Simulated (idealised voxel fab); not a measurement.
Documented hereafter: the process module known as voxel ribs on slabs.
The figure presents cross-section cut, which has a width of 235 nm and is divided into square cells with an edge length of 5 nm.
Just so we're on the same page, the cross-sections are grids of square cells, and they're listed out in bands top to bottom, each band one or more rows deep. Per band: top height and bottom height in nm, followed by the left-to-right materials and their widths in nm; "throughout" marks a single material spanning edge to edge, "air" marks empty space. Height is counted from the level 0, under which the received wafer is composed throughout of one material. The lowest of the bands is not closed at the bottom but continues downward, in the notation "0 down". A width such as "30->40" changes by the same amount from each row of cells to the next, from the band's top row to its bottom row. Basically "nothing different" means that step didn't change any cell in the cross-section. Entry "Unvented voids" = empty spaces >= 8 cells with no open way to the top; each as width x height at distance, distance from left edge, all nm. after a step's settings: what the simulator itself notes on the step. overlay nm: on a step with a mask, how far right of its planned place the mask lay; negative means left.

Planned process steps
1) RECEIVE [material Si]
2) DIRECTIONAL_DEP [material SiO2] [thk nm 25]
3) DIRECTIONAL_DEP [material polySi] [thk nm 20]
4) MASKED_ETCH [tone cover] [mask id RIB] [width nm 20] [etch materials polySi] [depth nm 5] [overlay nm 0]
5) MASKED_ETCH [tone cover] [mask id SLAB] [width nm 70] [etch materials polySi] [depth nm 15] [overlay nm 0]
6) FILL_DEP [material SiO2] [thk nm 25]
7) CMP [height nm 65]
8) DIRECTIONAL_DEP [material TiN] [thk nm 5]
9) PATTERN [tone cover] [mask id HEATER] [material resist] [width nm 30] [thk nm 20] [overlay nm 0]
10) DIRECTIONAL_ETCH [etch materials TiN] [depth nm 5]
11) STRIP [etch materials resist]
12) CONFORMAL_DEP [material SiO2] [thk nm 5]

On the first of the two wafers: run conducted according to plan

Step 1 complete: cross-section of the wafer as received
    0 down: Si throughout
    Unvented voids: none

Upon completion of step 2, the wafer appears in cross-section as shown
    25 to 0: SiO2 throughout
    Below 0 it's all the same as before, nothing changed down there.

Upon completion of step 3, the wafer appears in cross-section as shown
    45 to 25: polySi throughout
    Below 25 it's all the same as before, nothing changed down there.

Upon completion of step 4, the wafer appears in cross-section as shown
    45 to 40: air 105 nm / polySi 20 nm / air 110 nm
    Below 40 it's all the same as before, nothing changed down there.

Upon completion of step 5, the wafer appears in cross-section as shown
    45 to 40: air 105 nm / polySi 20 nm / air 110 nm
    40 to 25: air 80 nm / polySi 70 nm / air 85 nm
    Below 25 it's all the same as before, nothing changed down there.

Upon completion of step 6, the wafer appears in cross-section as shown
    70 to 45: SiO2 throughout
    45 to 40: SiO2 105 nm / polySi 20 nm / SiO2 110 nm
    40 to 25: SiO2 80 nm / polySi 70 nm / SiO2 85 nm
    Below 25 it's all the same as before, nothing changed down there.

Upon completion of step 7, the wafer appears in cross-section as shown
    65 to 45: SiO2 throughout
    Below 45 it's all the same as before, nothing changed down there.

Upon completion of step 8, the wafer appears in cross-section as shown
    70 to 65: TiN throughout
    Below 65 it's all the same as before, nothing changed down there.

Upon completion of step 9, the wafer appears in cross-section as shown
    90 to 70: air 100 nm / resist 30 nm / air 105 nm
    Below 70 it's all the same as before, nothing changed down there.

Upon completion of step 10, the wafer appears in cross-section as shown
    90 to 70: air 100 nm / resist 30 nm / air 105 nm
    70 to 65: air 100 nm / TiN 30 nm / air 105 nm
    Below 65 it's all the same as before, nothing changed down there.

Upon completion of step 11, the wafer appears in cross-section as shown
    70 to 65: air 100 nm / TiN 30 nm / air 105 nm
    Below 65 it's all the same as before, nothing changed down there.

Upon completion of step 12, the wafer appears in cross-section as shown
    75 to 70: air 95 nm / SiO2 40 nm / air 100 nm
    70 to 65: SiO2 100 nm / TiN 30 nm / SiO2 105 nm
    Below 65 it's all the same as before, nothing changed down there.

Regarding the second of the two wafers: it shared the first wafer's starting condition and process plan, yet one error occurred during its execution. Its history coincides with that of the first wafer up to and including step 3

Second wafer, sectioned view, at step 4's planned end time
    45 to 40: polySi 105 nm / air 20 nm / polySi 110 nm
    Below 40 it's all the same as before, nothing changed down there.

Second wafer, sectioned view, at step 5's planned end time
    45 to 40: air 80 nm / polySi 25 nm / air 20 nm / polySi 25 nm / air 85 nm
    40 to 30: air 80 nm / polySi 70 nm / air 85 nm
    Below 30 it's all the same as before, nothing changed down there.

Second wafer, sectioned view, at step 6's planned end time
    70 to 45: SiO2 throughout
    45 to 40: SiO2 80 nm / polySi 25 nm / SiO2 20 nm / polySi 25 nm / SiO2 85 nm
    40 to 30: SiO2 80 nm / polySi 70 nm / SiO2 85 nm
    Below 30 it's all the same as before, nothing changed down there.

Second wafer, sectioned view, at step 7's planned end time
    65 to 45: SiO2 throughout
    Below 45 it's all the same as before, nothing changed down there.

Second wafer, sectioned view, at step 8's planned end time
    70 to 65: TiN throughout
    Below 65 it's all the same as before, nothing changed down there.

Second wafer, sectioned view, at step 9's planned end time
    90 to 70: air 100 nm / resist 30 nm / air 105 nm
    Below 70 it's all the same as before, nothing changed down there.

Second wafer, sectioned view, at step 10's planned end time
    90 to 70: air 100 nm / resist 30 nm / air 105 nm
    70 to 65: air 100 nm / TiN 30 nm / air 105 nm
    Below 65 it's all the same as before, nothing changed down there.

Second wafer, sectioned view, at step 11's planned end time
    70 to 65: air 100 nm / TiN 30 nm / air 105 nm
    Below 65 it's all the same as before, nothing changed down there.

Second wafer, sectioned view, at step 12's planned end time
    75 to 70: air 95 nm / SiO2 40 nm / air 100 nm
    70 to 65: SiO2 100 nm / TiN 30 nm / SiO2 105 nm
    Below 65 it's all the same as before, nothing changed down there.
It is concluded that the wafer was processed incorrectly with respect to the plan, in that so step 4 ended up running with a different setting than we planned, it ran as MASKED_ETCH [tone open] [mask id RIB] [width nm 20] [etch materials polySi] [depth nm 5] [overlay nm 0]
Final tally in cells, some materials are higher or lower on the second wafer than on the first: SiO2 -39 | polySi +39
